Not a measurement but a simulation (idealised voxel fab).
The following is a process module called voxel self aligned contacts.
The width of the displayed cross-section, cut, is 300 nm; its cells are square, with a size of 5 nm.
This document writes a cross-section as a grid whose cells are square, and gives it as bands, listed from the top down; one or more rows of cells form a band.
It is stipulated that each band's entry specify, in nanometres, the height of the top of the band and then that of its bottom, followed by the materials of the band in left-to-right sequence, each together with its width in nanometres. A single material marked by the word "everywhere" is understood to fill the band from edge to edge; the word "blank" is understood to denote empty space.
Where do heights start? At 0: under that level the wafer as delivered is made of one material only. And the lowest band has no floor; it just carries on downward, as in "z 0 and below".
The two numbers in a width such as "30..40" mark its ends across the band: the first belongs to the top row of cells, the second to the bottom row, and from each row to the next the width moves by the same amount.
Any step labelled "everything unchanged" changed none of the cells in the cross-section.
Each empty space that has no open way to the top and spans at least 8 cells appears under "Catalogued sealed voids" as width x height at distance, the distance counted from the left edge, all in nm.
On a step's line, text after the settings is the simulator commenting on that step.
The optional step-line setting "overlay nm" applies to steps with a mask and quantifies how far to the right of its planned location the mask lay, a negative value indicating leftward placement.

# The steps planned for the process are as follows
1. op RECEIVE | material Si
2. op OXIDIZE | depth nm 5
3. op DIRECTIONAL_DEP | material polySi | thk nm 30
4. op DIRECTIONAL_DEP | material SiN | thk nm 20
5. op DIRECTIONAL_DEP | material aC | thk nm 10
6. op PATTERN | tone cover | mask id GATE | material resist | width nm 30 | pitch nm 65 | thk nm 30 | overlay nm 0
7. op DIRECTIONAL_ETCH | etch materials aC | depth nm 10
8. op STRIP | etch materials resist
9. op DIRECTIONAL_ETCH | etch materials SiN | depth nm 20
10. op DIRECTIONAL_ETCH | etch materials polySi | depth nm 30
11. op STRIP | etch materials aC
12. op CONFORMAL_DEP | material SiN | thk nm 5
13. op DIRECTIONAL_ETCH | etch materials SiN | depth nm 5
14. op FILL_DEP | material SiO2 | thk nm 10
15. op CMP | height nm 55
16. op MASKED_ETCH | tone open | mask id CONTACT | width nm 45 | pitch nm 65 | etch materials SiO2 | depth nm 60 | overlay nm 0
17. op CONFORMAL_DEP | material TiN | thk nm 5
18. op FILL_DEP | material Ru | thk nm 10
19. op CMP | height nm 55
20. op CONFORMAL_DEP | material SiN | thk nm 5

# Cross-section of the incoming wafer, state after step 1
- z 0 and below: Si everywhere
- Catalogued sealed voids: none

# Module complete - cross-section of the first of two wafers, run according to plan
- z 60 to 55: SiN everywhere
- z 55 to 50: SiO2 95; TiN 15; Ru 15; TiN 15; SiO2 20; TiN 15; Ru 15; TiN 15; SiO2 95
- z 50 to 30: SiO2 65; SiN 40; TiN 5; Ru 15; TiN 5; SiN 40; TiN 5; Ru 15; TiN 5; SiN 40; SiO2 65
- z 30 to 0: SiO2 65; SiN 5; polySi 30; SiN 5; TiN 5; Ru 15; TiN 5; SiN 5; polySi 30; SiN 5; TiN 5; Ru 15; TiN 5; SiN 5; polySi 30; SiN 5; SiO2 65
- z 0 to -5: SiO2 105; TiN 25; SiO2 40; TiN 25; SiO2 105
- z -5 and below: Si everywhere
- Catalogued sealed voids: none

# Wafer two cross-section, module end. Start and plan unchanged from wafer one; one mistake made during the run
- z 60 to 55: SiN everywhere
- z 55 to 50: SiO2 65; SiN 40; TiN 25; SiN 40; TiN 25; SiN 40; SiO2 65
- z 50 to 30: SiN everywhere
- z 30 to 0: polySi everywhere
- z 0 to -5: SiO2 everywhere
- z -5 and below: Si everywhere
- Catalogued sealed voids: none
So what did we get wrong on this run? step 4 of the plan was twice carried out
Heads up, by the end the second wafer has more or fewer cells of some materials compared to the first: 66 fewer of Ru | 132 more of SiN | 266 fewer of SiO2 | 52 fewer of TiN | 252 more of polySi
